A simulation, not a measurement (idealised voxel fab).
process module | voxel transistor to metal
cross-section cut | 215 nm wide | cells 5 nm
A cross-section is a grid of square cells, given in bands from the top down. A band is one or more rows of cells.
Each band's line starts with the height of the band's top and of its bottom, in nm. Then come its materials from left to right, each with its width in nm. One material with "throughout" fills the band from edge to edge. "air" is empty space.
Height 0 is the level under which the wafer as received is all one material. The lowest band goes on downwards, as in "0 down".
A width such as "30 to 40" changes by the same amount from each row of cells to the next, from the band's top row to its bottom row.
"no change" after a step means that no cell of the cross-section changed.
closed voids: empty space of 8 cells or more with no open way to the top, each as width x height at its distance from the left edge, in nm
after a step's settings: what the simulator itself notes on the step
overlay nm, on a step with a mask: how far to the right of its planned place the mask lay; to the left if negative
plan
1 op RECEIVE | material Si
2 op CONFORMAL_DEP | material SiO2 | thk nm 5
3 op CONFORMAL_DEP | material SiN | thk nm 15
4 op MASKED_ETCH | tone cover | mask id ACTIVE | width nm 110 | etch materials SiN | depth nm 15 | overlay nm -15
5 op MASKED_ETCH | tone cover | mask id ACTIVE | width nm 110 | etch materials SiO2 | depth nm 5 | overlay nm 0
6 op MASKED_ETCH | tone cover | mask id ACTIVE | width nm 110 | etch materials Si | depth nm 25 | overlay nm 0
7 op OXIDIZE | depth nm 5
8 op FILL_DEP | material SiO2 | thk nm 15
9 op CMP | height nm 20
10 op SELECTIVE_ETCH | etch materials SiO2 | depth nm 15
11 op STRIP | etch materials SiN
12 op SELECTIVE_ETCH | etch materials SiO2 | depth nm 5
13 op OXIDIZE | depth nm 5
14 op DIRECTIONAL_DEP | material polySi | thk nm 30
15 op DIRECTIONAL_DEP | material SiCN | thk nm 15
16 op DIRECTIONAL_DEP | material aC | thk nm 15
17 op PATTERN | tone cover | mask id GATE | material resist | width nm 30 | thk nm 30 | overlay nm 0
18 op DIRECTIONAL_ETCH | etch materials aC | depth nm 15
19 op STRIP | etch materials resist
20 op DIRECTIONAL_ETCH | etch materials SiCN | depth nm 25
21 op DIRECTIONAL_ETCH | etch materials polySi | depth nm 40
22 op STRIP | etch materials aC
23 op CONFORMAL_DEP | material SiO2 | thk nm 5
24 op DIRECTIONAL_ETCH | etch materials SiO2 | depth nm 5
25 op CONFORMAL_DEP | material SiN | thk nm 5
26 op DIRECTIONAL_ETCH | etch materials SiN | depth nm 5
27 op DIRECTIONAL_ETCH | etch materials SiO2 | depth nm 5
28 op DIRECTIONAL_ETCH | etch materials Si | depth nm 5
29 op EPI | material pSi | thk nm 5
30 op FILL_DEP | material SiO2 | thk nm 5
31 op CMP | height nm 30
32 op STRIP | etch materials polySi
33 op SELECTIVE_ETCH | etch materials SiO2 | depth nm 5
34 op CONFORMAL_DEP | material HfO2 | thk nm 5
35 op CONFORMAL_DEP | material TiN | thk nm 5
36 op FILL_DEP | material W | thk nm 5
37 op CMP | height nm 25
38 op DIRECTIONAL_DEP | material SiO2 | thk nm 15
39 op DIRECTIONAL_DEP | material aC | thk nm 15
40 op PATTERN | tone open | mask id CONTACT | material resist | width nm 20 | pitch nm 80 | thk nm 30 | overlay nm 0
41 op DIRECTIONAL_ETCH | etch materials aC | depth nm 15
42 op STRIP | etch materials resist
43 op DIRECTIONAL_ETCH | etch materials SiO2 | depth nm 45
44 op STRIP | etch materials aC
45 op CONFORMAL_DEP | material TiN | thk nm 5
46 op FILL_DEP | material W | thk nm 10
47 op CMP | height nm 40
48 op DIRECTIONAL_DEP | material TiN | thk nm 5
49 op DIRECTIONAL_DEP | material Ru | thk nm 20
50 op DIRECTIONAL_DEP | material aC | thk nm 10
51 op PATTERN | tone cover | mask id METAL_1 | material resist | width nm 20 | pitch nm 80 | thk nm 25 | overlay nm 0
52 op DIRECTIONAL_ETCH | etch materials aC | depth nm 10
53 op STRIP | etch materials resist
54 op DIRECTIONAL_ETCH | etch materials Ru | depth nm 20
55 op DIRECTIONAL_ETCH | etch materials TiN | depth nm 5
56 op STRIP | etch materials aC
57 op CONFORMAL_DEP | material SiCN | thk nm 5
58 op FILL_DEP | material SiO2 | thk nm 10
59 op CMP | height nm 65
60 op CONFORMAL_DEP | material SiCN | thk nm 5
varied across the wafers: overlay nm of step 4. The plan shows the first wafer's value. All wafers start alike
first wafer as received, after step 1
  0 down: Si throughout
  closed voids: none
first wafer at the end, after step 60
  70 to 65: SiCN throughout
  65 to 45: SiO2 50 | SiCN 5 | Ru 20 | SiCN 5 | SiO2 50 | SiCN 5 | Ru 20 | SiCN 5 | SiO2 55
  45 to 40: SiCN 55 | TiN 20 | SiCN 60 | TiN 20 | SiCN 60
  40 to 25: SiO2 55 | TiN 5 | W 10 | TiN 5 | SiO2 60 | TiN 5 | W 10 | TiN 5 | SiO2 60
  25 to 5: SiO2 55 | TiN 5 | W 10 | TiN 5 | SiO2 5 | SiN 5 | HfO2 5 | TiN 5 | W 20 | TiN 5 | HfO2 5 | SiN 5 | SiO2 5 | TiN 5 | W 10 | TiN 5 | SiO2 60
  5 to 0: SiO2 55 | TiN 5 | W 10 | TiN 5 | SiO2 5 | SiN 5 | HfO2 5 | TiN 30 | HfO2 5 | SiN 5 | SiO2 5 | TiN 5 | W 10 | TiN 5 | SiO2 60
  0 to -5: SiO2 55 | TiN 20 | pSi 5 | SiO2 5 | HfO2 40 | SiO2 5 | pSi 5 | TiN 20 | SiO2 60
  -5 to -10: SiO2 40 | pSi 40 | Si 50 | pSi 25 | SiO2 60
  -10 to -30: SiO2 40 | Si 115 | SiO2 60
  -30 down: Si throughout
  closed voids: none
last wafer at the end
  70 to 65: SiCN throughout
  65 to 45: SiO2 50 | SiCN 5 | Ru 20 | SiCN 5 | SiO2 50 | SiCN 5 | Ru 20 | SiCN 5 | SiO2 55
  45 to 40: SiCN 55 | TiN 20 | SiCN 60 | TiN 20 | SiCN 60
  40 to 25: SiO2 55 | TiN 5 | W 10 | TiN 5 | SiO2 60 | TiN 5 | W 10 | TiN 5 | SiO2 60
  25 to 5: SiO2 55 | TiN 5 | W 10 | TiN 5 | SiO2 5 | SiN 5 | HfO2 5 | TiN 5 | W 20 | TiN 5 | HfO2 5 | SiN 5 | SiO2 5 | TiN 5 | W 10 | TiN 5 | SiO2 60
  5 to 0: SiO2 55 | TiN 5 | W 10 | TiN 5 | SiO2 5 | SiN 5 | HfO2 5 | TiN 30 | HfO2 5 | SiN 5 | SiO2 5 | TiN 5 | W 10 | TiN 5 | SiO2 60
  0 to -5: SiO2 55 | TiN 20 | pSi 5 | SiO2 5 | HfO2 40 | SiO2 5 | pSi 5 | TiN 20 | SiO2 60
  -5 to -10: SiO2 55 | pSi 25 | Si 50 | pSi 40 | SiO2 45
  -10 to -30: SiO2 55 | Si 115 | SiO2 45
  -30 down: Si throughout
  closed voids: none
each wafer at the end: cells of each material gained (+) or lost (-) since it was received, then its closed voids
overlay nm -15 | +18 HfO2 | +32 Ru | -156 Si | +94 SiCN | +10 SiN | +479 SiO2 | +62 TiN | +48 W | +15 pSi | closed voids: none
overlay nm -10 | +18 HfO2 | +32 Ru | -160 Si | +94 SiCN | +10 SiN | +484 SiO2 | +62 TiN | +48 W | +14 pSi | closed voids: none
overlay nm -5 | +18 HfO2 | +32 Ru | -164 Si | +94 SiCN | +10 SiN | +489 SiO2 | +62 TiN | +48 W | +13 pSi | closed voids: none
overlay nm 0 | +18 HfO2 | +32 Ru | -168 Si | +94 SiCN | +10 SiN | +494 SiO2 | +62 TiN | +48 W | +12 pSi | closed voids: none
overlay nm 5 | +18 HfO2 | +32 Ru | -164 Si | +94 SiCN | +10 SiN | +489 SiO2 | +62 TiN | +48 W | +13 pSi | closed voids: none
overlay nm 10 | +18 HfO2 | +32 Ru | -160 Si | +94 SiCN | +10 SiN | +484 SiO2 | +62 TiN | +48 W | +14 pSi | closed voids: none
overlay nm 15 | +18 HfO2 | +32 Ru | -156 Si | +94 SiCN | +10 SiN | +479 SiO2 | +62 TiN | +48 W | +15 pSi | closed voids: none
